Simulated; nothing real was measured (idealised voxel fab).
The process module that follows is named voxel capacitor over wiring.
We display cut, a cross-section 170 nm in width whose square cells are each 5 nm.
Throughout this document, each cross-section is represented as a grid of square cells and is presented as a sequence of bands enumerated from the top downward, where a band comprises one or more rows of cells.
This entry defines a band. It first specifies the height of the band's top and the height of its bottom in nm, and then specifies the band's materials from left to right, stating each material with its width in nm. The word "edge to edge" identifies a single material that fills the band from edge to edge, while the word "empty" identifies empty space.
Measure heights from 0. That's the level where, below it, the as-received wafer is all one material. The lowest band is bottomless and extends downward; write it as in "0..down".
Quick explanation for "30->40": the width changes in equal steps down the rows of cells, from the first number in the band's top row to the second number in its bottom row.
Step note "changes: none" = no cross-section cell changed.
"Fully enclosed voids": sealed empty spaces, 8 cells or more, no open way to top, listed width x height at distance, with distance from the left edge and width, height and distance in nm.
That trailing text on a step's line, after the settings, is the simulator's own remark on the step.
overlay nm: mask offset rightward from planned place, masked step; negative means leftward offset.

# List of planned process steps
step 1: op RECEIVE | material Si
step 2: op CONFORMAL_DEP | material SiO2 | thk nm 10
step 3: op CONFORMAL_DEP | material SiN | thk nm 5
step 4: op DIRECTIONAL_DEP | material SiO2 | thk nm 15
step 5: op PATTERN | tone open | mask id METAL_1 | material resist | width nm 30 | pitch nm 95 | thk nm 15 | overlay nm 0
step 6: op DIRECTIONAL_ETCH | etch materials SiO2 | depth nm 15
step 7: op DIRECTIONAL_ETCH | etch materials SiN | depth nm 5
step 8: op STRIP | etch materials resist
step 9: op CONFORMAL_DEP | material TiN | thk nm 5
step 10: op FILL_DEP | material Cu | thk nm 5
step 11: op CMP | height nm 30
step 12: op CONFORMAL_DEP | material SiCN | thk nm 5
step 13: op DIRECTIONAL_DEP | material SiO2 | thk nm 10
step 14: op DIRECTIONAL_DEP | material aC | thk nm 10
step 15: op PATTERN | tone open | mask id PLUG_1 | material resist | width nm 15 | thk nm 25 | overlay nm 0
step 16: op DIRECTIONAL_ETCH | etch materials aC | depth nm 10
step 17: op STRIP | etch materials resist
step 18: op DIRECTIONAL_ETCH | etch materials SiO2 | depth nm 10
step 19: op DIRECTIONAL_ETCH | etch materials SiCN | depth nm 5
step 20: op STRIP | etch materials aC
step 21: op CONFORMAL_DEP | material TiN | thk nm 5
step 22: op FILL_DEP | material Ru | thk nm 5
step 23: op CMP | height nm 45
step 24: op DIRECTIONAL_DEP | material TiN | thk nm 10
step 25: op DIRECTIONAL_DEP | material HfO2 | thk nm 5
step 26: op DIRECTIONAL_DEP | material TiN | thk nm 10
step 27: op MASKED_ETCH | tone cover | mask id UPPER_PLATE | width nm 70 | etch materials TiN | depth nm 10 | overlay nm 0
step 28: op MASKED_ETCH | tone cover | mask id UPPER_PLATE | width nm 70 | etch materials HfO2 | depth nm 5 | overlay nm 0
step 29: op DIRECTIONAL_DEP | material aC | thk nm 15
step 30: op PATTERN | tone cover | mask id LOWER_PLATE | material resist | width nm 80 | thk nm 30 | overlay nm 0
step 31: op DIRECTIONAL_ETCH | etch materials aC | depth nm 15
step 32: op STRIP | etch materials resist
step 33: op DIRECTIONAL_ETCH | etch materials TiN | depth nm 10
step 34: op STRIP | etch materials aC
step 35: op FILL_DEP | material SiO2 | thk nm 15
step 36: op CMP | height nm 80
step 37: op PATTERN | tone open | mask id PLUG_2 | material resist | width nm 15 | thk nm 15 | overlay nm 0
step 38: op DIRECTIONAL_ETCH | etch materials SiO2 | depth nm 10
step 39: op STRIP | etch materials resist
step 40: op CONFORMAL_DEP | material TiN | thk nm 5
step 41: op FILL_DEP | material Ru | thk nm 10
step 42: op CMP | height nm 80
step 43: op CONFORMAL_DEP | material SiCN | thk nm 5

# Incoming wafer, cross-sectional view, post step 1
> 0..down = Si edge to edge
> Fully enclosed voids: none

# First wafer of two, sectioned at end of module; run went per plan
> 85..80 = SiCN edge to edge
> 80..75 = 45 of SiO2  5 of TiN  5 of Ru  5 of TiN  110 of SiO2
> 75..70 = 45 of SiO2  15 of TiN  110 of SiO2
> 70..60 = 35 of SiO2  70 of TiN  65 of SiO2
> 60..55 = 35 of SiO2  70 of HfO2  65 of SiO2
> 55..45 = 30 of SiO2  80 of TiN  60 of SiO2
> 45..35 = 35 of SiO2  5 of TiN  5 of Ru  5 of TiN  120 of SiO2
> 35..30 = 35 of SiCN  15 of TiN  120 of SiCN
> 30..15 = 20 of SiO2  5 of TiN  20 of Cu  5 of TiN  65 of SiO2  5 of TiN  20 of Cu  5 of TiN  25 of SiO2
> 15..10 = 20 of SiN  30 of TiN  65 of SiN  30 of TiN  25 of SiN
> 10..0 = SiO2 edge to edge
> 0..down = Si edge to edge
> Fully enclosed voids: none

# Cross-section, second wafer: same start as the first, same plan as the first, one mistake in running it; taken at the end of the module
> 85..80 = SiCN edge to edge
> 80..75 = 45 of SiO2  5 of TiN  5 of Ru  5 of TiN  110 of SiO2
> 75..70 = 45 of SiO2  15 of TiN  110 of SiO2
> 70..60 = 35 of SiO2  70 of TiN  65 of SiO2
> 60..55 = 35 of SiO2  70 of HfO2  65 of SiO2
> 55..45 = 30 of SiO2  80 of TiN  60 of SiO2
> 45..35 = 40 of SiO2  5 of TiN  5 of Ru  5 of TiN  115 of SiO2
> 35..30 = 40 of SiCN  15 of TiN  115 of SiCN
> 30..15 = 20 of SiO2  5 of TiN  20 of Cu  5 of TiN  65 of SiO2  5 of TiN  20 of Cu  5 of TiN  25 of SiO2
> 15..10 = 20 of SiN  30 of TiN  65 of SiN  30 of TiN  25 of SiN
> 10..0 = SiO2 edge to edge
> 0..down = Si edge to edge
> Fully enclosed voids: none
What was done differently from what was planned? the process deviated at step 15: the operation and settings actually run there were op PATTERN | tone open | mask id PLUG_1 | material resist | width nm 15 | thk nm 25 | overlay nm 5
Tallied in cells, the final second wafer holds each material in the same quantity as the first, although not at the same places.
